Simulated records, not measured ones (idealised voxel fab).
Module name: voxel lift off (process module)
For reference, the cross-section in this document is cut, with width 275 nm and square cells of 5 nm.
Cross-section format: a grid of square cells, given as bands from top to bottom; each band is one or more rows of cells.
Band: top and bottom heights (nm) first, top before bottom; then materials from left to right, widths in nm. "all across" marks a sole material filling the band edge to edge. "air" denotes empty space.
Note: height 0 marks the level under which the wafer is uniformly one material as received. Lowest band unbounded below, written "top 0, no bottom".
When a width is written as two numbers, as in "30->40", the first number is the width in the top row of cells of the band and the second is the width in its bottom row, and the width changes by the same amount from each row to the next.
Given "stayed the same" for a step, no cell of the cross-section differs between before and after that step.
"Enclosed empty spaces" enumerates empty spaces isolated from the top, with no open way to it, that contain at least 8 cells, giving each as width x height at distance from the left edge, all three in nm.
after a step's settings: what the simulator itself notes on the step
overlay nm: where the mask lay relative to plan, measured to the right, on steps with a mask; negatives go left.

-- Here's what the planned process steps look like
1 op RECEIVE | material Si
2 op CONFORMAL_DEP | material Al2O3 | thk nm 15
3 op PATTERN | tone open | mask id LINES | material resist | width nm 30 | pitch nm 45 | thk nm 25 | overlay nm 0
4 op DIRECTIONAL_DEP | material Ru | thk nm 10
5 op STRIP | etch materials resist
6 op CONFORMAL_DEP | material SiN | thk nm 10

-- Cross-section of the wafer upon arrival, representing the state reached after step 1
  top 0, no bottom = Si all across
  Enclosed empty spaces: none

-- Cross-section taken at module completion on the first of two wafers; processed per the plan
  top 35, bottom 25 = 65 nm air / 140 nm SiN / 70 nm air
  top 25, bottom 15 = 75 nm SiN / 30 nm Ru / 15 nm SiN / 30 nm Ru / 15 nm SiN / 30 nm Ru / 80 nm SiN
  top 15, bottom 0 = Al2O3 all across
  top 0, no bottom = Si all across
  Enclosed empty spaces: none

-- End-of-module cross-section of the second wafer: identical starting point and process plan to the first, with one processing mistake
  top 25, bottom 15 = SiN all across
  top 15, bottom 0 = Al2O3 all across
  top 0, no bottom = Si all across
  Enclosed empty spaces: none
So what did we get wrong on this run? step 4 of the plan never got run, it was skipped over
at the end the second wafer has, in cells: -36 Ru; -20 SiN
